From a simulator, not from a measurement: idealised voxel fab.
Module name: voxel self aligned vias (process module)
Each square cell in cross-section cut measures 5 nm, and the section as a whole is 300 nm wide.
Format of a cross-section: grid, square cells. Given as bands. Order: top down. Band: one or more rows of cells. This entry defines a band. It first specifies the height of the band's top and the height of its bottom in nm, and then specifies the band's materials from left to right, stating each material with its width in nm. The word "full width" identifies a single material that fills the band from edge to edge, while the word "air" identifies empty space. Beneath 0, the wafer as received is one material, and that level is where height counting begins. The lowest band goes on downward without a bottom; it is written like "0 nm and below". Width "30..40": first value at the band's top row of cells, second value at its bottom row, equal change from row to row. It should be understood that the words "everything unchanged", when stated for a given step, signify that the cross-section underwent no change in any of its cells during that step. Listed in "Trapped voids": every empty space of 8 or more cells without an open way to the top. Form: width x height at distance, the distance being from the left edge, all in nm. Where a step's line continues beyond its settings, the continuation is a remark by the simulator itself on that step. A step line may carry the setting "overlay nm", which, for steps involving a mask, states the distance by which the mask lay to the right of its intended position; negative values denote displacement to the left.

### These are the steps we planned for the process
1: RECEIVE,material Si
2: CONFORMAL_DEP,material SiO2,thk nm 15
3: CONFORMAL_DEP,material SiCN,thk nm 5
4: DIRECTIONAL_DEP,material SiO2,thk nm 25
5: PATTERN,tone open,mask id LINES,material resist,width nm 20,pitch nm 60,thk nm 15,overlay nm 0
6: DIRECTIONAL_ETCH,etch materials SiO2,depth nm 25
7: STRIP,etch materials resist
8: CONFORMAL_DEP,material TiN,thk nm 5
9: FILL_DEP,material W,thk nm 10
10: CMP,height nm 45
11: SELECTIVE_ETCH,etch materials W Ru TiN,depth nm 5
12: FILL_DEP,material SiN,thk nm 5
13: CMP,height nm 45
14: DIRECTIONAL_DEP,material SiO2,thk nm 20
15: DIRECTIONAL_DEP,material aC,thk nm 10
16: PATTERN,tone open,mask id VIAS,material resist,width nm 40,pitch nm 60,thk nm 30,overlay nm 0
17: DIRECTIONAL_ETCH,etch materials aC,depth nm 10
18: STRIP,etch materials resist
19: DIRECTIONAL_ETCH,etch materials SiO2,depth nm 20
20: DIRECTIONAL_ETCH,etch materials SiN,depth nm 5
21: STRIP,etch materials aC
22: CONFORMAL_DEP,material TiN,thk nm 5
23: FILL_DEP,material Ru,thk nm 10
24: CMP,height nm 65
25: CONFORMAL_DEP,material SiN,thk nm 5

### Here's what the wafer looked like in cross-section when it arrived - that's after step 1
	0 nm and below: Si full width
	Trapped voids: none

### Cross-section: first of two wafers, module finished, run according to plan
	70 nm to 65 nm: SiN full width
	65 nm to 50 nm: 70 of SiO2, 5 of TiN, 30 of Ru, 5 of TiN, 20 of SiO2, 5 of TiN, 30 of Ru, 5 of TiN, 20 of SiO2, 5 of TiN, 30 of Ru, 5 of TiN, 70 of SiO2
	50 nm to 45 nm: 70 of SiO2, 15 of TiN, 10 of Ru, 15 of TiN, 20 of SiO2, 15 of TiN, 10 of Ru, 15 of TiN, 20 of SiO2, 15 of TiN, 10 of Ru, 15 of TiN, 70 of SiO2
	45 nm to 40 nm: 80 of SiO2, 20 of TiN, 40 of SiO2, 20 of TiN, 40 of SiO2, 20 of TiN, 80 of SiO2
	40 nm to 25 nm: 80 of SiO2, 5 of TiN, 10 of W, 5 of TiN, 40 of SiO2, 5 of TiN, 10 of W, 5 of TiN, 40 of SiO2, 5 of TiN, 10 of W, 5 of TiN, 80 of SiO2
	25 nm to 20 nm: 80 of SiO2, 20 of TiN, 40 of SiO2, 20 of TiN, 40 of SiO2, 20 of TiN, 80 of SiO2
	20 nm to 15 nm: SiCN full width
	15 nm to 0 nm: SiO2 full width
	0 nm and below: Si full width
	Trapped voids: none

### Wafer two, sectioned after the module: the first wafer's start, the first wafer's plan, and one mistake in how it was run
	70 nm to 65 nm: SiN full width
	65 nm to 50 nm: 80 of SiO2, 5 of TiN, 30 of Ru, 5 of TiN, 20 of SiO2, 5 of TiN, 30 of Ru, 5 of TiN, 20 of SiO2, 5 of TiN, 30 of Ru, 5 of TiN, 60 of SiO2
	50 nm to 45 nm: 80 of SiO2, 5 of TiN, 10 of Ru, 25 of TiN, 20 of SiO2, 5 of TiN, 10 of Ru, 25 of TiN, 20 of SiO2, 5 of TiN, 10 of Ru, 25 of TiN, 60 of SiO2
	45 nm to 40 nm: 80 of SiO2, 20 of TiN, 40 of SiO2, 20 of TiN, 40 of SiO2, 20 of TiN, 80 of SiO2
	40 nm to 25 nm: 80 of SiO2, 5 of TiN, 10 of W, 5 of TiN, 40 of SiO2, 5 of TiN, 10 of W, 5 of TiN, 40 of SiO2, 5 of TiN, 10 of W, 5 of TiN, 80 of SiO2
	25 nm to 20 nm: 80 of SiO2, 20 of TiN, 40 of SiO2, 20 of TiN, 40 of SiO2, 20 of TiN, 80 of SiO2
	20 nm to 15 nm: SiCN full width
	15 nm to 0 nm: SiO2 full width
	0 nm and below: Si full width
	Trapped voids: none
Where did the run depart from the plan? step 16 ran differently from the plan; actual operation with settings: PATTERN,tone open,mask id VIAS,material resist,width nm 40,pitch nm 60,thk nm 30,overlay nm 10
at the end the second wafer has, in cells: as many of each material as the first, in other places
